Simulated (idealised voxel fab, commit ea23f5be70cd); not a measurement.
Module name: voxel gate over fins (process module)
Cross-section cut spans 155 nm and uses square cells 5 nm in size.
Cross-section format: a grid of square cells, given as bands from top to bottom; each band is one or more rows of cells.
Top, bottom (nm), then materials left to right with widths (nm); lone material tagged "throughout" fills the whole band edge to edge; "air" = empty space.
Height is counted from the level 0, under which the received wafer is composed throughout of one material. The lowest of the bands is not closed at the bottom but continues downward, in the notation "0..down".
Per-row width for "30..40": begins at first number (top row of band), ends at second number (bottom row), increment between rows held constant.
"no modification" for a step: no cell of the cross-section changed in that step.
The list in "Entrapped void list" covers empty spaces of 8 cells or more that cannot reach the top through any open way, and it gives each as width x height at distance; the distance is from the left edge, and width, height and distance are in nm.
Formally, on a step line, whatever follows the settings is a remark that the simulator itself makes on the step.
overlay nm: mask right of planned place by this much (step with mask). Neg. = left.

### The steps planned for the process are as follows
1,RECEIVE,material Si
2,CONFORMAL_DEP,material SiN,thk nm 5
3,PATTERN,tone cover,mask id FINS,material resist,width nm 15,pitch nm 35,thk nm 15,overlay nm -15
4,DIRECTIONAL_ETCH,etch materials SiN,depth nm 5
5,DIRECTIONAL_ETCH,etch materials Si,depth nm 30
6,STRIP,etch materials resist
7,OXIDIZE,depth nm 5
8,FILL_DEP,material SiO2,thk nm 15
9,CMP,height nm 5
10,SELECTIVE_ETCH,etch materials SiO2,depth nm 15
11,STRIP,etch materials SiN
12,CONFORMAL_DEP,material HfO2,thk nm 5
13,CONFORMAL_DEP,material TiN,thk nm 5
14,FILL_DEP,material W,thk nm 10
15,CMP,height nm 15
16,CONFORMAL_DEP,material SiCN,thk nm 10
Same starting wafers, different overlay nm at step 3. Plan value belongs to the first wafer.

### As-received state after step 1, first of several wafers, cross-section
	0..down: Si throughout
	Entrapped void list: none

### Each row below is a wafer at the end of the module, listing for every material the number of cells it has gained (+) or lost (-) since it was received, followed by its closed voids
overlay nm -15, +39 HfO2, -203 Si, +62 SiCN, +145 SiO2, +39 TiN, +73 W, Entrapped void list: none
overlay nm -10, +39 HfO2, -203 Si, +62 SiCN, +145 SiO2, +39 TiN, +73 W, Entrapped void list: none
overlay nm -5, +39 HfO2, -203 Si, +62 SiCN, +145 SiO2, +39 TiN, +73 W, Entrapped void list: none
overlay nm 0, +39 HfO2, -203 Si, +62 SiCN, +145 SiO2, +39 TiN, +73 W, Entrapped void list: none
overlay nm 5, +39 HfO2, -203 Si, +62 SiCN, +145 SiO2, +39 TiN, +73 W, Entrapped void list: none
overlay nm 10, +39 HfO2, -203 Si, +62 SiCN, +145 SiO2, +39 TiN, +73 W, Entrapped void list: none
overlay nm 15, +39 HfO2, -203 Si, +62 SiCN, +145 SiO2, +39 TiN, +73 W, Entrapped void list: none
